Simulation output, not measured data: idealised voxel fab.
process module | voxel self aligned vias
cross-section cut | 225 nm wide | cells 5 nm
A cross-section is a grid of square cells, given in bands from the top down. A band is one or more rows of cells.
Each band's line starts with the height of the band's top and of its bottom, in nm. Then come its materials from left to right, each with its width in nm. One material with "throughout" fills the band from edge to edge. "air" is empty space.
Height 0 is the level under which the wafer as received is all one material. The lowest band goes on downwards, as in "0 down".
A width such as "30 to 40" changes by the same amount from each row of cells to the next, from the band's top row to its bottom row.
"no change" after a step means that no cell of the cross-section changed.
closed voids: empty space of 8 cells or more with no open way to the top, each as width x height at its distance from the left edge, in nm
after a step's settings: what the simulator itself notes on the step
overlay nm, on a step with a mask: how far to the right of its planned place the mask lay; to the left if negative
Each pair below shows a cross-section before one step and the cross-section after it, down to the lowest band that changed. The line under each pair gives the step between them, with its settings. The pairs can come from different runs of this module on the same starting wafer, so a pair continues from the pair above only where its "before" says so.
before
  0 down: Si throughout
  closed voids: none
after
  10 to 0: SiO2 throughout
  below 0: unchanged
  closed voids: none
the step between: op CONFORMAL_DEP | material SiO2 | thk nm 10
before: the cross-section after the pair above
after
  15 to 10: SiCN throughout
  below 10: unchanged
  closed voids: none
the step between: op CONFORMAL_DEP | material SiCN | thk nm 5
before: the cross-section after the pair above
after
  35 to 15: lowk throughout
  below 15: unchanged
  closed voids: none
the step between: op DIRECTIONAL_DEP | material lowk | thk nm 20
before: the cross-section after the pair above
after
  35 to 15: lowk 40 | air 30 | lowk 25 | air 30 | lowk 25 | air 30 | lowk 45
  below 15: unchanged
  closed voids: none
the step between: op MASKED_ETCH | tone open | mask id LINES | width nm 30 | pitch nm 55 | etch materials lowk | depth nm 20 | overlay nm 0
before: the cross-section after the pair above
after
  40 to 35: TiN 45 | air 20 | TiN 35 | air 20 | TiN 35 | air 20 | TiN 50
  35 to 20: lowk 40 | TiN 5 | air 20 | TiN 5 | lowk 25 | TiN 5 | air 20 | TiN 5 | lowk 25 | TiN 5 | air 20 | TiN 5 | lowk 45
  20 to 15: lowk 40 | TiN 30 | lowk 25 | TiN 30 | lowk 25 | TiN 30 | lowk 45
  below 15: unchanged
  closed voids: none
the step between: op CONFORMAL_DEP | material TiN | thk nm 5
before: the cross-section after the pair above
after
  50 to 40: Ru throughout
  40 to 35: TiN 45 | Ru 20 | TiN 35 | Ru 20 | TiN 35 | Ru 20 | TiN 50
  35 to 20: lowk 40 | TiN 5 | Ru 20 | TiN 5 | lowk 25 | TiN 5 | Ru 20 | TiN 5 | lowk 25 | TiN 5 | Ru 20 | TiN 5 | lowk 45
  below 20: unchanged
  closed voids: none
the step between: op FILL_DEP | material Ru | thk nm 10
before: the cross-section after the pair above
after
  35 to 20: lowk 40 | TiN 5 | Ru 20 | TiN 5 | lowk 25 | TiN 5 | Ru 20 | TiN 5 | lowk 25 | TiN 5 | Ru 20 | TiN 5 | lowk 45
  below 20: unchanged
  closed voids: none
the step between: op CMP | height nm 35
before: the cross-section after the pair above
after
  35 to 30: lowk 40 | air 30 | lowk 25 | air 30 | lowk 25 | air 30 | lowk 45
  below 30: unchanged
  closed voids: none
the step between: op SELECTIVE_ETCH | etch materials W Ru TiN | depth nm 5
before: the cross-section after the pair above
after
  40 to 35: SiN throughout
  35 to 30: lowk 40 | SiN 30 | lowk 25 | SiN 30 | lowk 25 | SiN 30 | lowk 45
  below 30: unchanged
  closed voids: none
the step between: op FILL_DEP | material SiN | thk nm 5
before: the cross-section after the pair above
after
  35 to 30: lowk 40 | SiN 30 | lowk 25 | SiN 30 | lowk 25 | SiN 30 | lowk 45
  below 30: unchanged
  closed voids: none
the step between: op CMP | height nm 35
before: the cross-section after the pair above
after
  50 to 35: lowk throughout
  below 35: unchanged
  closed voids: none
the step between: op DIRECTIONAL_DEP | material lowk | thk nm 15
before: the cross-section after the pair above
after
  60 to 50: aC throughout
  below 50: unchanged
  closed voids: none
the step between: op DIRECTIONAL_DEP | material aC | thk nm 10
before: the cross-section after the pair above
after
  90 to 60: resist 35 | air 40 | resist 15 | air 40 | resist 15 | air 40 | resist 40
  below 60: unchanged
  closed voids: none
the step between: op PATTERN | tone open | mask id VIAS | material resist | width nm 40 | pitch nm 55 | thk nm 30 | overlay nm 0
before: the cross-section after the pair above
after
  80 to 60: resist 35 | air 40 | resist 15 | air 40 | resist 15 | air 40 | resist 40
  60 to 50: aC 35 | air 40 | aC 15 | air 40 | aC 15 | air 40 | aC 40
  below 50: unchanged
  closed voids: none
the step between: op DIRECTIONAL_ETCH | etch materials aC | depth nm 10
before: the cross-section after the pair above
after
  60 to 50: aC 35 | air 40 | aC 15 | air 40 | aC 15 | air 40 | aC 40
  below 50: unchanged
  closed voids: none
the step between: op STRIP | etch materials resist
before: the cross-section after the pair above
after
  60 to 50: aC 35 | air 40 | aC 15 | air 40 | aC 15 | air 40 | aC 40
  50 to 35: lowk 35 | air 40 | lowk 15 | air 40 | lowk 15 | air 40 | lowk 40
  below 35: unchanged
  closed voids: none
the step between: op DIRECTIONAL_ETCH | etch materials lowk | depth nm 15
before: the cross-section after the pair above
after
  60 to 50: aC 35 | air 40 | aC 15 | air 40 | aC 15 | air 40 | aC 40
  50 to 35: lowk 35 | air 40 | lowk 15 | air 40 | lowk 15 | air 40 | lowk 40
  35 to 30: lowk 40 | air 30 | lowk 25 | air 30 | lowk 25 | air 30 | lowk 45
  below 30: unchanged
  closed voids: none
the step between: op DIRECTIONAL_ETCH | etch materials SiN | depth nm 5
before: the cross-section after the pair above
after
  50 to 35: lowk 35 | air 40 | lowk 15 | air 40 | lowk 15 | air 40 | lowk 40
  below 35: unchanged
  closed voids: none
the step between: op STRIP | etch materials aC
before: the cross-section after the pair above
after
  55 to 50: TiN 40 | air 30 | TiN 25 | air 30 | TiN 25 | air 30 | TiN 45
  50 to 40: lowk 35 | TiN 5 | air 30 | TiN 5 | lowk 15 | TiN 5 | air 30 | TiN 5 | lowk 15 | TiN 5 | air 30 | TiN 5 | lowk 40
  40 to 35: lowk 35 | TiN 10 | air 20 | TiN 10 | lowk 15 | TiN 10 | air 20 | TiN 10 | lowk 15 | TiN 10 | air 20 | TiN 10 | lowk 40
  35 to 30: lowk 40 | TiN 30 | lowk 25 | TiN 30 | lowk 25 | TiN 30 | lowk 45
  below 30: unchanged
  closed voids: none
the step between: op CONFORMAL_DEP | material TiN | thk nm 5
before: the cross-section after the pair above
after
  65 to 55: Ru throughout
  55 to 50: TiN 40 | Ru 30 | TiN 25 | Ru 30 | TiN 25 | Ru 30 | TiN 45
  50 to 40: lowk 35 | TiN 5 | Ru 30 | TiN 5 | lowk 15 | TiN 5 | Ru 30 | TiN 5 | lowk 15 | TiN 5 | Ru 30 | TiN 5 | lowk 40
  40 to 35: lowk 35 | TiN 10 | Ru 20 | TiN 10 | lowk 15 | TiN 10 | Ru 20 | TiN 10 | lowk 15 | TiN 10 | Ru 20 | TiN 10 | lowk 40
  below 35: unchanged
  closed voids: none
the step between: op FILL_DEP | material Ru | thk nm 10
before: the cross-section after the pair above
after
  50 to 40: lowk 35 | TiN 5 | Ru 30 | TiN 5 | lowk 15 | TiN 5 | Ru 30 | TiN 5 | lowk 15 | TiN 5 | Ru 30 | TiN 5 | lowk 40
  below 40: unchanged
  closed voids: none
the step between: op CMP | height nm 50
before: the cross-section after the pair above
after
  55 to 50: SiN throughout
  below 50: unchanged
  closed voids: none
the step between: op CONFORMAL_DEP | material SiN | thk nm 5
before
  10 to 0: SiO2 throughout
  0 down: Si throughout
  closed voids: none
after
  30 to 10: lowk throughout
  below 10: unchanged
  closed voids: none
the step between: op DIRECTIONAL_DEP | material lowk | thk nm 20
before: the cross-section after the pair above
after
  30 to 10: lowk 40 | air 30 | lowk 25 | air 30 | lowk 25 | air 30 | lowk 45
  below 10: unchanged
  closed voids: none
the step between: op MASKED_ETCH | tone open | mask id LINES | width nm 30 | pitch nm 55 | etch materials lowk | depth nm 20 | overlay nm 0
before: the cross-section after the pair above
after
  35 to 30: TiN 45 | air 20 | TiN 35 | air 20 | TiN 35 | air 20 | TiN 50
  30 to 15: lowk 40 | TiN 5 | air 20 | TiN 5 | lowk 25 | TiN 5 | air 20 | TiN 5 | lowk 25 | TiN 5 | air 20 | TiN 5 | lowk 45
  15 to 10: lowk 40 | TiN 30 | lowk 25 | TiN 30 | lowk 25 | TiN 30 | lowk 45
  below 10: unchanged
  closed voids: none
the step between: op CONFORMAL_DEP | material TiN | thk nm 5
before: the cross-section after the pair above
after
  45 to 35: Ru throughout
  35 to 30: TiN 45 | Ru 20 | TiN 35 | Ru 20 | TiN 35 | Ru 20 | TiN 50
  30 to 15: lowk 40 | TiN 5 | Ru 20 | TiN 5 | lowk 25 | TiN 5 | Ru 20 | TiN 5 | lowk 25 | TiN 5 | Ru 20 | TiN 5 | lowk 45
  below 15: unchanged
  closed voids: none
the step between: op FILL_DEP | material Ru | thk nm 10
before: the cross-section after the pair above
after
  35 to 30: TiN 45 | Ru 20 | TiN 35 | Ru 20 | TiN 35 | Ru 20 | TiN 50
  below 30: unchanged
  closed voids: none
the step between: op CMP | height nm 35
before: the cross-section after the pair above
after
  30 to 15: lowk 40 | TiN 5 | Ru 20 | TiN 5 | lowk 25 | TiN 5 | Ru 20 | TiN 5 | lowk 25 | TiN 5 | Ru 20 | TiN 5 | lowk 45
  below 15: unchanged
  closed voids: none
the step between: op SELECTIVE_ETCH | etch materials W Ru TiN | depth nm 5
before: the cross-section after the pair above
after
  35 to 30: SiN throughout
  below 30: unchanged
  closed voids: none
the step between: op FILL_DEP | material SiN | thk nm 5
before: the cross-section after the pair above
after
  50 to 35: lowk throughout
  below 35: unchanged
  closed voids: none
the step between: op DIRECTIONAL_DEP | material lowk | thk nm 15
before: the cross-section after the pair above
after
  60 to 50: aC throughout
  below 50: unchanged
  closed voids: none
the step between: op DIRECTIONAL_DEP | material aC | thk nm 10
before: the cross-section after the pair above
after
  90 to 60: resist 35 | air 40 | resist 15 | air 40 | resist 15 | air 40 | resist 40
  below 60: unchanged
  closed voids: none
the step between: op PATTERN | tone open | mask id VIAS | material resist | width nm 40 | pitch nm 55 | thk nm 30 | overlay nm 0
before: the cross-section after the pair above
after
  80 to 60: resist 35 | air 40 | resist 15 | air 40 | resist 15 | air 40 | resist 40
  60 to 50: aC 35 | air 40 | aC 15 | air 40 | aC 15 | air 40 | aC 40
  below 50: unchanged
  closed voids: none
the step between: op DIRECTIONAL_ETCH | etch materials aC | depth nm 10
before: the cross-section after the pair above
after
  60 to 50: aC 35 | air 40 | aC 15 | air 40 | aC 15 | air 40 | aC 40
  below 50: unchanged
  closed voids: none
the step between: op STRIP | etch materials resist
before: the cross-section after the pair above
after
  60 to 50: aC 35 | air 40 | aC 15 | air 40 | aC 15 | air 40 | aC 40
  50 to 35: lowk 35 | air 40 | lowk 15 | air 40 | lowk 15 | air 40 | lowk 40
  below 35: unchanged
  closed voids: none
the step between: op DIRECTIONAL_ETCH | etch materials lowk | depth nm 15
before: the cross-section after the pair above
after
  60 to 50: aC 35 | air 40 | aC 15 | air 40 | aC 15 | air 40 | aC 40
  50 to 35: lowk 35 | air 40 | lowk 15 | air 40 | lowk 15 | air 40 | lowk 40
  35 to 30: SiN 35 | air 40 | SiN 15 | air 40 | SiN 15 | air 40 | SiN 40
  below 30: unchanged
  closed voids: none
the step between: op DIRECTIONAL_ETCH | etch materials SiN | depth nm 5
before: the cross-section after the pair above
after
  50 to 35: lowk 35 | air 40 | lowk 15 | air 40 | lowk 15 | air 40 | lowk 40
  below 35: unchanged
  closed voids: none
the step between: op STRIP | etch materials aC
before: the cross-section after the pair above
after
  55 to 50: TiN 40 | air 30 | TiN 25 | air 30 | TiN 25 | air 30 | TiN 45
  50 to 35: lowk 35 | TiN 5 | air 30 | TiN 5 | lowk 15 | TiN 5 | air 30 | TiN 5 | lowk 15 | TiN 5 | air 30 | TiN 5 | lowk 40
  35 to 30: SiN 35 | TiN 40 | SiN 15 | TiN 40 | SiN 15 | TiN 40 | SiN 40
  below 30: unchanged
  closed voids: none
the step between: op CONFORMAL_DEP | material TiN | thk nm 5
before: the cross-section after the pair above
after
  65 to 55: Ru throughout
  55 to 50: TiN 40 | Ru 30 | TiN 25 | Ru 30 | TiN 25 | Ru 30 | TiN 45
  50 to 35: lowk 35 | TiN 5 | Ru 30 | TiN 5 | lowk 15 | TiN 5 | Ru 30 | TiN 5 | lowk 15 | TiN 5 | Ru 30 | TiN 5 | lowk 40
  below 35: unchanged
  closed voids: none
the step between: op FILL_DEP | material Ru | thk nm 10
before: the cross-section after the pair above
after
  50 to 35: lowk 35 | TiN 5 | Ru 30 | TiN 5 | lowk 15 | TiN 5 | Ru 30 | TiN 5 | lowk 15 | TiN 5 | Ru 30 | TiN 5 | lowk 40
  below 35: unchanged
  closed voids: none
the step between: op CMP | height nm 50
before: the cross-section after the pair above
after
  55 to 50: SiN throughout
  below 50: unchanged
  closed voids: none
the step between: op CONFORMAL_DEP | material SiN | thk nm 5
before
  60 to 50: aC 35 | air 40 | aC 15 | air 40 | aC 15 | air 40 | aC 40
  50 to 35: lowk 35 | air 40 | lowk 15 | air 40 | lowk 15 | air 40 | lowk 40
  35 to 30: lowk 40 | SiN 30 | lowk 25 | SiN 30 | lowk 25 | SiN 30 | lowk 45
  30 to 20: lowk 40 | TiN 5 | Ru 20 | TiN 5 | lowk 25 | TiN 5 | Ru 20 | TiN 5 | lowk 25 | TiN 5 | Ru 20 | TiN 5 | lowk 45
  20 to 15: lowk 40 | TiN 30 | lowk 25 | TiN 30 | lowk 25 | TiN 30 | lowk 45
  15 to 10: SiCN throughout
  10 to 0: SiO2 throughout
  0 down: Si throughout
  closed voids: none
after
  60 to 50: aC 35 | air 40 | aC 15 | air 40 | aC 15 | air 40 | aC 40
  50 to 35: lowk 35 | air 40 | lowk 15 | air 40 | lowk 15 | air 40 | lowk 40
  35 to 30: lowk 35 | air 5 | SiN 30 | air 5 | lowk 15 | air 5 | SiN 30 | air 5 | lowk 15 | air 5 | SiN 30 | air 5 | lowk 40
  30 to 20: lowk 35 | air 5 | TiN 5 | Ru 20 | TiN 5 | air 5 | lowk 15 | air 5 | TiN 5 | Ru 20 | TiN 5 | air 5 | lowk 15 | air 5 | TiN 5 | Ru 20 | TiN 5 | air 5 | lowk 40
  below 20: unchanged
  closed voids: none
the step between: op DIRECTIONAL_ETCH | etch materials lowk | depth nm 15
before: the cross-section after the pair above
after
  60 to 50: aC 35 | air 40 | aC 15 | air 40 | aC 15 | air 40 | aC 40
  50 to 30: lowk 35 | air 40 | lowk 15 | air 40 | lowk 15 | air 40 | lowk 40
  below 30: unchanged
  closed voids: none
the step between: op DIRECTIONAL_ETCH | etch materials SiN | depth nm 5
before: the cross-section after the pair above
after
  50 to 30: lowk 35 | air 40 | lowk 15 | air 40 | lowk 15 | air 40 | lowk 40
  below 30: unchanged
  closed voids: none
the step between: op STRIP | etch materials aC
before: the cross-section after the pair above
after
  55 to 50: TiN 40 | air 30 | TiN 25 | air 30 | TiN 25 | air 30 | TiN 45
  50 to 35: lowk 35 | TiN 5 | air 30 | TiN 5 | lowk 15 | TiN 5 | air 30 | TiN 5 | lowk 15 | TiN 5 | air 30 | TiN 5 | lowk 40
  35 to 30: lowk 35 | TiN 40 | lowk 15 | TiN 40 | lowk 15 | TiN 40 | lowk 40
  30 to 20: lowk 35 | TiN 10 | Ru 20 | TiN 10 | lowk 15 | TiN 10 | Ru 20 | TiN 10 | lowk 15 | TiN 10 | Ru 20 | TiN 10 | lowk 40
  below 20: unchanged
  closed voids: none
the step between: op CONFORMAL_DEP | material TiN | thk nm 5
before: the cross-section after the pair above
after
  65 to 55: Ru throughout
  55 to 50: TiN 40 | Ru 30 | TiN 25 | Ru 30 | TiN 25 | Ru 30 | TiN 45
  50 to 35: lowk 35 | TiN 5 | Ru 30 | TiN 5 | lowk 15 | TiN 5 | Ru 30 | TiN 5 | lowk 15 | TiN 5 | Ru 30 | TiN 5 | lowk 40
  below 35: unchanged
  closed voids: none
the step between: op FILL_DEP | material Ru | thk nm 10
before: the cross-section after the pair above
after
  50 to 35: lowk 35 | TiN 5 | Ru 30 | TiN 5 | lowk 15 | TiN 5 | Ru 30 | TiN 5 | lowk 15 | TiN 5 | Ru 30 | TiN 5 | lowk 40
  below 35: unchanged
  closed voids: none
the step between: op CMP | height nm 50
before: the cross-section after the pair above
after
  55 to 50: SiN throughout
  below 50: unchanged
  closed voids: none
the step between: op CONFORMAL_DEP | material SiN | thk nm 5
before
  0 down: Si throughout
  closed voids: none
after
  5 to 0: SiCN throughout
  below 0: unchanged
  closed voids: none
the step between: op CONFORMAL_DEP | material SiCN | thk nm 5
before: the cross-section after the pair above
after
  15 to 5: SiO2 throughout
  below 5: unchanged
  closed voids: none
the step between: op CONFORMAL_DEP | material SiO2 | thk nm 10
before: the cross-section after the pair above
after
  35 to 15: lowk throughout
  below 15: unchanged
  closed voids: none
the step between: op DIRECTIONAL_DEP | material lowk | thk nm 20
before: the cross-section after the pair above
after
  35 to 15: lowk 40 | air 30 | lowk 25 | air 30 | lowk 25 | air 30 | lowk 45
  below 15: unchanged
  closed voids: none
the step between: op MASKED_ETCH | tone open | mask id LINES | width nm 30 | pitch nm 55 | etch materials lowk | depth nm 20 | overlay nm 0
before: the cross-section after the pair above
after
  40 to 35: TiN 45 | air 20 | TiN 35 | air 20 | TiN 35 | air 20 | TiN 50
  35 to 20: lowk 40 | TiN 5 | air 20 | TiN 5 | lowk 25 | TiN 5 | air 20 | TiN 5 | lowk 25 | TiN 5 | air 20 | TiN 5 | lowk 45
  20 to 15: lowk 40 | TiN 30 | lowk 25 | TiN 30 | lowk 25 | TiN 30 | lowk 45
  below 15: unchanged
  closed voids: none
the step between: op CONFORMAL_DEP | material TiN | thk nm 5
before: the cross-section after the pair above
after
  50 to 40: Ru throughout
  40 to 35: TiN 45 | Ru 20 | TiN 35 | Ru 20 | TiN 35 | Ru 20 | TiN 50
  35 to 20: lowk 40 | TiN 5 | Ru 20 | TiN 5 | lowk 25 | TiN 5 | Ru 20 | TiN 5 | lowk 25 | TiN 5 | Ru 20 | TiN 5 | lowk 45
  below 20: unchanged
  closed voids: none
the step between: op FILL_DEP | material Ru | thk nm 10
before: the cross-section after the pair above
after
  35 to 20: lowk 40 | TiN 5 | Ru 20 | TiN 5 | lowk 25 | TiN 5 | Ru 20 | TiN 5 | lowk 25 | TiN 5 | Ru 20 | TiN 5 | lowk 45
  below 20: unchanged
  closed voids: none
the step between: op CMP | height nm 35
before: the cross-section after the pair above
after
  35 to 30: lowk 40 | air 30 | lowk 25 | air 30 | lowk 25 | air 30 | lowk 45
  below 30: unchanged
  closed voids: none
the step between: op SELECTIVE_ETCH | etch materials W Ru TiN | depth nm 5
before: the cross-section after the pair above
after
  40 to 35: SiN throughout
  35 to 30: lowk 40 | SiN 30 | lowk 25 | SiN 30 | lowk 25 | SiN 30 | lowk 45
  below 30: unchanged
  closed voids: none
the step between: op FILL_DEP | material SiN | thk nm 5
before: the cross-section after the pair above
after
  35 to 30: lowk 40 | SiN 30 | lowk 25 | SiN 30 | lowk 25 | SiN 30 | lowk 45
  below 30: unchanged
  closed voids: none
the step between: op CMP | height nm 35
before: the cross-section after the pair above
after
  50 to 35: lowk throughout
  below 35: unchanged
  closed voids: none
the step between: op DIRECTIONAL_DEP | material lowk | thk nm 15
before: the cross-section after the pair above
after
  60 to 50: aC throughout
  below 50: unchanged
  closed voids: none
the step between: op DIRECTIONAL_DEP | material aC | thk nm 10
before: the cross-section after the pair above
after
  90 to 60: resist 35 | air 40 | resist 15 | air 40 | resist 15 | air 40 | resist 40
  below 60: unchanged
  closed voids: none
the step between: op PATTERN | tone open | mask id VIAS | material resist | width nm 40 | pitch nm 55 | thk nm 30 | overlay nm 0
before: the cross-section after the pair above
after
  80 to 60: resist 35 | air 40 | resist 15 | air 40 | resist 15 | air 40 | resist 40
  60 to 50: aC 35 | air 40 | aC 15 | air 40 | aC 15 | air 40 | aC 40
  below 50: unchanged
  closed voids: none
the step between: op DIRECTIONAL_ETCH | etch materials aC | depth nm 10
before: the cross-section after the pair above
after
  60 to 50: aC 35 | air 40 | aC 15 | air 40 | aC 15 | air 40 | aC 40
  below 50: unchanged
  closed voids: none
the step between: op STRIP | etch materials resist
before: the cross-section after the pair above
after
  60 to 50: aC 35 | air 40 | aC 15 | air 40 | aC 15 | air 40 | aC 40
  50 to 35: lowk 35 | air 40 | lowk 15 | air 40 | lowk 15 | air 40 | lowk 40
  below 35: unchanged
  closed voids: none
the step between: op DIRECTIONAL_ETCH | etch materials lowk | depth nm 15
before: the cross-section after the pair above
after
  60 to 50: aC 35 | air 40 | aC 15 | air 40 | aC 15 | air 40 | aC 40
  50 to 35: lowk 35 | air 40 | lowk 15 | air 40 | lowk 15 | air 40 | lowk 40
  35 to 30: lowk 40 | air 30 | lowk 25 | air 30 | lowk 25 | air 30 | lowk 45
  below 30: unchanged
  closed voids: none
the step between: op DIRECTIONAL_ETCH | etch materials SiN | depth nm 5
before: the cross-section after the pair above
after
  50 to 35: lowk 35 | air 40 | lowk 15 | air 40 | lowk 15 | air 40 | lowk 40
  below 35: unchanged
  closed voids: none
the step between: op STRIP | etch materials aC
before: the cross-section after the pair above
after
  55 to 50: TiN 40 | air 30 | TiN 25 | air 30 | TiN 25 | air 30 | TiN 45
  50 to 40: lowk 35 | TiN 5 | air 30 | TiN 5 | lowk 15 | TiN 5 | air 30 | TiN 5 | lowk 15 | TiN 5 | air 30 | TiN 5 | lowk 40
  40 to 35: lowk 35 | TiN 10 | air 20 | TiN 10 | lowk 15 | TiN 10 | air 20 | TiN 10 | lowk 15 | TiN 10 | air 20 | TiN 10 | lowk 40
  35 to 30: lowk 40 | TiN 30 | lowk 25 | TiN 30 | lowk 25 | TiN 30 | lowk 45
  below 30: unchanged
  closed voids: none
the step between: op CONFORMAL_DEP | material TiN | thk nm 5
before: the cross-section after the pair above
after
  65 to 55: Ru throughout
  55 to 50: TiN 40 | Ru 30 | TiN 25 | Ru 30 | TiN 25 | Ru 30 | TiN 45
  50 to 40: lowk 35 | TiN 5 | Ru 30 | TiN 5 | lowk 15 | TiN 5 | Ru 30 | TiN 5 | lowk 15 | TiN 5 | Ru 30 | TiN 5 | lowk 40
  40 to 35: lowk 35 | TiN 10 | Ru 20 | TiN 10 | lowk 15 | TiN 10 | Ru 20 | TiN 10 | lowk 15 | TiN 10 | Ru 20 | TiN 10 | lowk 40
  below 35: unchanged
  closed voids: none
the step between: op FILL_DEP | material Ru | thk nm 10
before: the cross-section after the pair above
after
  50 to 40: lowk 35 | TiN 5 | Ru 30 | TiN 5 | lowk 15 | TiN 5 | Ru 30 | TiN 5 | lowk 15 | TiN 5 | Ru 30 | TiN 5 | lowk 40
  below 40: unchanged
  closed voids: none
the step between: op CMP | height nm 50
before: the cross-section after the pair above
after
  55 to 50: SiN throughout
  below 50: unchanged
  closed voids: none
the step between: op CONFORMAL_DEP | material SiN | thk nm 5
before
  60 to 50: aC 35 | air 40 | aC 15 | air 40 | aC 15 | air 40 | aC 40
  50 to 35: lowk throughout
  35 to 30: lowk 40 | SiN 30 | lowk 25 | SiN 30 | lowk 25 | SiN 30 | lowk 45
  30 to 20: lowk 40 | TiN 5 | Ru 20 | TiN 5 | lowk 25 | TiN 5 | Ru 20 | TiN 5 | lowk 25 | TiN 5 | Ru 20 | TiN 5 | lowk 45
  20 to 15: lowk 40 | TiN 30 | lowk 25 | TiN 30 | lowk 25 | TiN 30 | lowk 45
  15 to 10: SiCN throughout
  10 to 0: SiO2 throughout
  0 down: Si throughout
  closed voids: none
after
  60 to 50: aC 35 | air 40 | aC 15 | air 40 | aC 15 | air 40 | aC 40
  50 to 35: lowk 35 | air 40 | lowk 15 | air 40 | lowk 15 | air 40 | lowk 40
  35 to 30: lowk 35 | air 5 | SiN 30 | air 5 | lowk 15 | air 5 | SiN 30 | air 5 | lowk 15 | air 5 | SiN 30 | air 5 | lowk 40
  30 to 25: lowk 35 | air 5 | TiN 5 | Ru 20 | TiN 5 | air 5 | lowk 15 | air 5 | TiN 5 | Ru 20 | TiN 5 | air 5 | lowk 15 | air 5 | TiN 5 | Ru 20 | TiN 5 | air 5 | lowk 40
  below 25: unchanged
  closed voids: none
the step between: op DIRECTIONAL_ETCH | etch materials lowk | depth nm 25
before: the cross-section after the pair above
after
  60 to 50: aC 35 | air 40 | aC 15 | air 40 | aC 15 | air 40 | aC 40
  50 to 30: lowk 35 | air 40 | lowk 15 | air 40 | lowk 15 | air 40 | lowk 40
  below 30: unchanged
  closed voids: none
the step between: op DIRECTIONAL_ETCH | etch materials SiN | depth nm 5
before: the cross-section after the pair above
after
  50 to 30: lowk 35 | air 40 | lowk 15 | air 40 | lowk 15 | air 40 | lowk 40
  below 30: unchanged
  closed voids: none
the step between: op STRIP | etch materials aC
before: the cross-section after the pair above
after
  55 to 50: TiN 40 | air 30 | TiN 25 | air 30 | TiN 25 | air 30 | TiN 45
  50 to 35: lowk 35 | TiN 5 | air 30 | TiN 5 | lowk 15 | TiN 5 | air 30 | TiN 5 | lowk 15 | TiN 5 | air 30 | TiN 5 | lowk 40
  35 to 30: lowk 35 | TiN 40 | lowk 15 | TiN 40 | lowk 15 | TiN 40 | lowk 40
  30 to 20: lowk 35 to 40 | TiN 10 to 5 | Ru 20 | TiN 10 to 5 | lowk 15 to 25 | TiN 10 to 5 | Ru 20 | TiN 10 to 5 | lowk 15 to 25 | TiN 10 to 5 | Ru 20 | TiN 10 to 5 | lowk 40 to 45
  below 20: unchanged
  closed voids: none
the step between: op CONFORMAL_DEP | material TiN | thk nm 5
before: the cross-section after the pair above
after
  65 to 55: Ru throughout
  55 to 50: TiN 40 | Ru 30 | TiN 25 | Ru 30 | TiN 25 | Ru 30 | TiN 45
  50 to 35: lowk 35 | TiN 5 | Ru 30 | TiN 5 | lowk 15 | TiN 5 | Ru 30 | TiN 5 | lowk 15 | TiN 5 | Ru 30 | TiN 5 | lowk 40
  below 35: unchanged
  closed voids: none
the step between: op FILL_DEP | material Ru | thk nm 10
before: the cross-section after the pair above
after
  50 to 35: lowk 35 | TiN 5 | Ru 30 | TiN 5 | lowk 15 | TiN 5 | Ru 30 | TiN 5 | lowk 15 | TiN 5 | Ru 30 | TiN 5 | lowk 40
  below 35: unchanged
  closed voids: none
the step between: op CMP | height nm 50
before: the cross-section after the pair above
after
  55 to 50: SiN throughout
  below 50: unchanged
  closed voids: none
the step between: op CONFORMAL_DEP | material SiN | thk nm 5
before
  35 to 15: lowk throughout
  15 to 10: SiCN throughout
  10 to 0: SiO2 throughout
  0 down: Si throughout
  closed voids: none
after
  35 to 15: lowk 45 | air 20 | lowk 35 | air 20 | lowk 35 | air 20 | lowk 50
  below 15: unchanged
  closed voids: none
the step between: op MASKED_ETCH | tone open | mask id LINES | width nm 20 | pitch nm 55 | etch materials lowk | depth nm 20 | overlay nm 0
before: the cross-section after the pair above
after
  40 to 35: TiN 50 | air 10 | TiN 45 | air 10 | TiN 45 | air 10 | TiN 55
  35 to 20: lowk 45 | TiN 5 | air 10 | TiN 5 | lowk 35 | TiN 5 | air 10 | TiN 5 | lowk 35 | TiN 5 | air 10 | TiN 5 | lowk 50
  20 to 15: lowk 45 | TiN 20 | lowk 35 | TiN 20 | lowk 35 | TiN 20 | lowk 50
  below 15: unchanged
  closed voids: none
the step between: op CONFORMAL_DEP | material TiN | thk nm 5
before: the cross-section after the pair above
after
  50 to 40: Ru throughout
  40 to 35: TiN 50 | Ru 10 | TiN 45 | Ru 10 | TiN 45 | Ru 10 | TiN 55
  35 to 20: lowk 45 | TiN 5 | Ru 10 | TiN 5 | lowk 35 | TiN 5 | Ru 10 | TiN 5 | lowk 35 | TiN 5 | Ru 10 | TiN 5 | lowk 50
  below 20: unchanged
  closed voids: none
the step between: op FILL_DEP | material Ru | thk nm 10
before: the cross-section after the pair above
after
  35 to 20: lowk 45 | TiN 5 | Ru 10 | TiN 5 | lowk 35 | TiN 5 | Ru 10 | TiN 5 | lowk 35 | TiN 5 | Ru 10 | TiN 5 | lowk 50
  below 20: unchanged
  closed voids: none
the step between: op CMP | height nm 35
before: the cross-section after the pair above
after
  35 to 30: lowk 45 | air 20 | lowk 35 | air 20 | lowk 35 | air 20 | lowk 50
  below 30: unchanged
  closed voids: none
the step between: op SELECTIVE_ETCH | etch materials W Ru TiN | depth nm 5
before: the cross-section after the pair above
after
  40 to 35: SiN throughout
  35 to 30: lowk 45 | SiN 20 | lowk 35 | SiN 20 | lowk 35 | SiN 20 | lowk 50
  below 30: unchanged
  closed voids: none
the step between: op FILL_DEP | material SiN | thk nm 5
before: the cross-section after the pair above
after
  35 to 30: lowk 45 | SiN 20 | lowk 35 | SiN 20 | lowk 35 | SiN 20 | lowk 50
  below 30: unchanged
  closed voids: none
the step between: op CMP | height nm 35
before: the cross-section after the pair above
after
  50 to 35: lowk throughout
  below 35: unchanged
  closed voids: none
the step between: op DIRECTIONAL_DEP | material lowk | thk nm 15
before: the cross-section after the pair above
after
  60 to 50: aC throughout
  below 50: unchanged
  closed voids: none
the step between: op DIRECTIONAL_DEP | material aC | thk nm 10
before: the cross-section after the pair above
after
  90 to 60: resist 35 | air 40 | resist 15 | air 40 | resist 15 | air 40 | resist 40
  below 60: unchanged
  closed voids: none
the step between: op PATTERN | tone open | mask id VIAS | material resist | width nm 40 | pitch nm 55 | thk nm 30 | overlay nm 0
before: the cross-section after the pair above
after
  80 to 60: resist 35 | air 40 | resist 15 | air 40 | resist 15 | air 40 | resist 40
  60 to 50: aC 35 | air 40 | aC 15 | air 40 | aC 15 | air 40 | aC 40
  below 50: unchanged
  closed voids: none
the step between: op DIRECTIONAL_ETCH | etch materials aC | depth nm 10
before: the cross-section after the pair above
after
  60 to 50: aC 35 | air 40 | aC 15 | air 40 | aC 15 | air 40 | aC 40
  below 50: unchanged
  closed voids: none
the step between: op STRIP | etch materials resist
before: the cross-section after the pair above
after
  60 to 50: aC 35 | air 40 | aC 15 | air 40 | aC 15 | air 40 | aC 40
  50 to 35: lowk 35 | air 40 | lowk 15 | air 40 | lowk 15 | air 40 | lowk 40
  below 35: unchanged
  closed voids: none
the step between: op DIRECTIONAL_ETCH | etch materials lowk | depth nm 15
